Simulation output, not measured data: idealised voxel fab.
The following process module bears the name voxel tone inversion.
Square cells of 5 nm make up the cross-section cut, whose width is 290 nm.
A cross-section is written here as square cells arranged in a grid, and it is given in bands from the top down, each band taking up one or more rows of cells. Quick guide to a band line: top height, bottom height (nm) up front; then every material left to right with its width in nm. Only one material and it's marked "full width"? Then it fills the band edge to edge. And "air" just means empty space. It should be noted that heights are counted from 0, beneath which the wafer as supplied is of one material throughout, and that the lowest band possesses no lower boundary but continues downward, as written in "z 0 and below". The notation "30 to 40" denotes a width that varies across the rows of cells in the band, beginning at the first number in the top row, finishing at the second number in the bottom row, and changing by an identical amount from each row to the next. "remained unchanged" means the step left every cell of the cross-section as it was. You'll see "Catalogued sealed voids" listing empty spaces that have no way open to the top, as long as they're 8 cells or more; the notation is width x height at distance, where the distance is from the left edge, and all of it is in nm. On a step's line, text after the settings is the simulator commenting on that step. "overlay nm" on a masked step: distance the mask lay right of its planned place, negative for left.
[Intended process steps]
1. op RECEIVE | material Si
2. op CONFORMAL_DEP | material SiCN | thk nm 10
3. op DIRECTIONAL_DEP | material polySi | thk nm 15
4. op PATTERN | tone cover | mask id POSTS | material resist | width nm 25 | pitch nm 45 | thk nm 25 | overlay nm 0
5. op DIRECTIONAL_ETCH | etch materials polySi | depth nm 15
6. op STRIP | etch materials resist
7. op FILL_DEP | material lowk | thk nm 5
8. op CMP | height nm 25
9. op STRIP | etch materials polySi
[Wafer cross-section on receipt, i.e. after step 1]
    z 0 and below | Si full width
    Catalogued sealed voids: none
[first wafer at the end, as planned]
    z 25 to 10 | lowk: 65; air: 25; lowk: 20; air: 25; lowk: 20; air: 25; lowk: 20; air: 25; lowk: 65
    z 10 to 0 | SiCN full width
    z 0 and below | Si full width
    Catalogued sealed voids: none
[Here is the second of the two wafers cut open at the end of the module - same start, same plan as the first one, but we made one mistake running it]
    z 25 to 10 | SiCN: 65; air: 25; SiCN: 20; air: 25; SiCN: 20; air: 25; SiCN: 20; air: 25; SiCN: 65
    z 10 to 0 | SiCN full width
    z 0 and below | Si full width
    Catalogued sealed voids: none
What broke from the plan during processing? step 7 was run on a setting that differed from the plan, and what really ran there is op FILL_DEP | material SiCN | thk nm 5
Bottom line after processing is that, in cells, the second wafer is up or down on some materials versus the first: +114 SiCN, -114 lowk
